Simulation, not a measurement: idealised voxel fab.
The following is a process module called voxel transistor to metal.
FYI the section here is cut, 285 nm wide, cells are 5 nm squares.
A cross-section is written here as square cells arranged in a grid, and it is given in bands from the top down, each band taking up one or more rows of cells. Quick guide to a band line: top height, bottom height (nm) up front; then every material left to right with its width in nm. Only one material and it's marked "edge to edge"? Then it fills the band edge to edge. And "blank" just means empty space. Heights are measured from 0, the level below which the as-received wafer is all one material; the lowest band has no bottom and continues downward, written as in "0 down". A width such as "30 to 40" changes by the same amount from each row of cells to the next, from the band's top row to its bottom row. "remains unaltered", as given for a step, is the statement that not any cell of the cross-section underwent a change during that step. Empty spaces counting at least 8 cells and having no open way to the top are listed in "Closed internal cavities". The notation width x height at distance is used for each, the distance being from the left edge and all three values in nm. Text after the settings on a step's line: the simulator's own remark on that step. overlay nm: right-of-plan distance of the mask on a masked step; negative values mean left-of-plan.
Below is the list of planned process steps:
1 RECEIVE with material Si
2 CONFORMAL_DEP with material SiO2, thk nm 5
3 CONFORMAL_DEP with material SiN, thk nm 10
4 DIRECTIONAL_DEP with material aC, thk nm 10
5 PATTERN with tone cover, mask id ACTIVE, material resist, width nm 100, pitch nm 130, thk nm 25, overlay nm 0
6 DIRECTIONAL_ETCH with etch materials aC, depth nm 10
7 STRIP with etch materials resist
8 DIRECTIONAL_ETCH with etch materials SiN, depth nm 10
9 DIRECTIONAL_ETCH with etch materials SiO2, depth nm 5
10 DIRECTIONAL_ETCH with etch materials Si, depth nm 35
11 STRIP with etch materials aC
12 FILL_DEP with material SiO2, thk nm 15
13 CMP with height nm 15
14 SELECTIVE_ETCH with etch materials SiO2, depth nm 10
15 STRIP with etch materials SiN
16 SELECTIVE_ETCH with etch materials SiO2, depth nm 5
17 OXIDIZE with depth nm 5
18 DIRECTIONAL_DEP with material polySi, thk nm 20
19 DIRECTIONAL_DEP with material SiCN, thk nm 15
20 DIRECTIONAL_DEP with material aC, thk nm 10
21 PATTERN with tone cover, mask id GATE, material resist, width nm 20, pitch nm 130, thk nm 25, overlay nm 0
22 DIRECTIONAL_ETCH with etch materials aC, depth nm 10
23 STRIP with etch materials resist
24 DIRECTIONAL_ETCH with etch materials SiCN, depth nm 25
25 DIRECTIONAL_ETCH with etch materials polySi, depth nm 30
26 STRIP with etch materials aC
27 CONFORMAL_DEP with material SiO2, thk nm 5
28 DIRECTIONAL_ETCH with etch materials SiO2, depth nm 5
29 CONFORMAL_DEP with material SiN, thk nm 10
30 DIRECTIONAL_ETCH with etch materials SiN, depth nm 10
31 DIRECTIONAL_ETCH with etch materials SiO2, depth nm 5
32 DIRECTIONAL_ETCH with etch materials Si, depth nm 15
33 EPI with material nSi, thk nm 20
34 FILL_DEP with material SiO2, thk nm 10
35 CMP with height nm 35
36 DIRECTIONAL_DEP with material SiO2, thk nm 15
37 PATTERN with tone open, mask id CONTACT, material resist, width nm 15, thk nm 20, overlay nm 0
38 DIRECTIONAL_ETCH with etch materials SiO2, depth nm 35
39 STRIP with etch materials resist
40 CONFORMAL_DEP with material TiN, thk nm 5
41 FILL_DEP with material Ru, thk nm 5
42 CMP with height nm 50
43 DIRECTIONAL_DEP with material TiN, thk nm 5
44 DIRECTIONAL_DEP with material Ru, thk nm 25
45 MASKED_ETCH with tone cover, mask id METAL_1, width nm 15, etch materials Ru, depth nm 25, overlay nm 0
46 MASKED_ETCH with tone cover, mask id METAL_1, width nm 15, etch materials TiN, depth nm 5, overlay nm 0
47 CONFORMAL_DEP with material SiN, thk nm 5
48 FILL_DEP with material lowk, thk nm 10
49 CMP with height nm 80
50 CONFORMAL_DEP with material SiCN, thk nm 5
Cross-section: wafer on arrival = after step 1:
> 0 down  Si edge to edge
> Closed internal cavities: none
Sectioned view, first of two wafers, at the close of the module, processed as intended in the plan:
> 85 to 80  SiCN edge to edge
> 80 to 55  lowk=25 / SiN=5 / Ru=15 / SiN=5 / lowk=50 / SiN=5 / Ru=15 / SiN=5 / lowk=30 / SiN=5 / Ru=15 / SiN=5 / lowk=50 / SiN=5 / Ru=15 / SiN=5 / lowk=30
> 55 to 50  SiN=30 / TiN=15 / SiN=60 / TiN=15 / SiN=40 / TiN=15 / SiN=60 / TiN=15 / SiN=35
> 50 to 35  SiO2=30 / TiN=5 / Ru=5 / TiN=5 / SiO2=60 / TiN=5 / Ru=5 / TiN=5 / SiO2=40 / TiN=5 / Ru=5 / TiN=5 / SiO2=60 / TiN=5 / Ru=5 / TiN=5 / SiO2=35
> 35 to 20  SiO2=30 / TiN=5 / Ru=5 / TiN=5 / SiO2=5 / SiN=10 / SiO2=5 / SiCN=20 / SiO2=5 / SiN=10 / SiO2=5 / TiN=5 / Ru=5 / TiN=5 / SiO2=40 / TiN=5 / Ru=5 / TiN=5 / SiO2=5 / SiN=10 / SiO2=5 / SiCN=20 / SiO2=5 / SiN=10 / SiO2=5 / TiN=5 / Ru=5 / TiN=5 / SiO2=35
> 20 to 15  SiO2=30 / TiN=15 / SiO2=5 / SiN=10 / SiO2=5 / polySi=20 / SiO2=5 / SiN=10 / SiO2=5 / TiN=15 / SiO2=40 / TiN=15 / SiO2=5 / SiN=10 / SiO2=5 / polySi=20 / SiO2=5 / SiN=10 / SiO2=5 / TiN=15 / SiO2=35
> 15 to 0  SiO2=30 / nSi=20 / SiN=10 / SiO2=5 / polySi=20 / SiO2=5 / SiN=10 / nSi=20 / SiO2=40 / nSi=20 / SiN=10 / SiO2=5 / polySi=20 / SiO2=5 / SiN=10 / nSi=20 / SiO2=35
> 0 to -5  SiO2=20 / nSi=30 / SiO2=50 / nSi=30 / SiO2=20 / nSi=30 / SiO2=50 / nSi=30 / SiO2=25
> -5 to -20  SiO2=25 / nSi=25 / Si=50 / nSi=25 / SiO2=30 / nSi=25 / Si=50 / nSi=25 / SiO2=30
> -20 to -35  SiO2=25 / Si=100 / SiO2=30 / Si=100 / SiO2=30
> -35 down  Si edge to edge
> Closed internal cavities: none
Presented here is a cross-section of the second of the two wafers as it stood at the end of the module. It was started in the same manner and assigned the same plan as the first wafer; however, one mistake was made in its execution:
> 85 to 80  SiCN edge to edge
> 80 to 55  lowk=25 / SiN=5 / Ru=15 / SiN=5 / lowk=50 / SiN=5 / Ru=15 / SiN=5 / lowk=30 / SiN=5 / Ru=15 / SiN=5 / lowk=50 / SiN=5 / Ru=15 / SiN=5 / lowk=30
> 55 to 50  SiN=30 / TiN=15 / SiN=60 / TiN=15 / SiN=40 / TiN=15 / SiN=60 / TiN=15 / SiN=35
> 50 to 35  SiO2=30 / TiN=5 / Ru=5 / TiN=5 / SiO2=60 / TiN=5 / Ru=5 / TiN=5 / SiO2=40 / TiN=5 / Ru=5 / TiN=5 / SiO2=60 / TiN=5 / Ru=5 / TiN=5 / SiO2=35
> 35 to 25  SiO2=30 / TiN=5 / Ru=5 / TiN=5 / SiO2=5 / SiN=10 / SiO2=5 / SiCN=20 / SiO2=5 / SiN=10 / SiO2=5 / TiN=5 / Ru=5 / TiN=5 / SiO2=40 / TiN=5 / Ru=5 / TiN=5 / SiO2=5 / SiN=10 / SiO2=5 / SiCN=20 / SiO2=5 / SiN=10 / SiO2=5 / TiN=5 / Ru=5 / TiN=5 / SiO2=35
> 25 to 20  SiO2=30 / TiN=15 / SiO2=5 / SiN=10 / SiO2=5 / polySi=20 / SiO2=5 / SiN=10 / SiO2=5 / TiN=15 / SiO2=40 / TiN=15 / SiO2=5 / SiN=10 / SiO2=5 / polySi=20 / SiO2=5 / SiN=10 / SiO2=5 / TiN=15 / SiO2=35
> 20 to 15  SiO2=30 / nSi=20 / SiN=10 / SiO2=5 / polySi=20 / SiO2=5 / SiN=10 / nSi=20 / SiO2=40 / nSi=20 / SiN=10 / SiO2=5 / polySi=20 / SiO2=5 / SiN=10 / nSi=20 / SiO2=35
> 15 to 5  SiO2=20 / nSi=30 / SiN=10 / SiO2=5 / polySi=20 / SiO2=5 / SiN=10 / nSi=30 / SiO2=20 / nSi=30 / SiN=10 / SiO2=5 / polySi=20 / SiO2=5 / SiN=10 / nSi=30 / SiO2=25
> 5 to 0  SiO2=15 / SiN=10 / nSi=25 / SiO2=50 / nSi=25 / SiN=10 / SiO2=10 / SiN=10 / nSi=25 / SiO2=50 / nSi=25 / SiN=10 / SiO2=20
> 0 to -5  SiO2=35 / nSi=15 / Si=50 / nSi=15 / SiO2=50 / nSi=15 / Si=50 / nSi=15 / SiO2=40
> -5 to -15  SiO2=25 / Si=10 / nSi=15 / Si=50 / nSi=15 / Si=10 / SiO2=30 / Si=10 / nSi=15 / Si=50 / nSi=15 / Si=10 / SiO2=30
> -15 to -35  SiO2=25 / Si=100 / SiO2=30 / Si=100 / SiO2=30
> -35 down  Si edge to edge
> Closed internal cavities: none
Diagnosis: order of steps 15 and 16 inverted relative to the plan
Looking at both finished wafers in cells, the second ends up ahead of or behind the first on some materials: -4 Ru; +56 Si; -8 SiCN; -24 SiO2; -8 TiN; -12 nSi
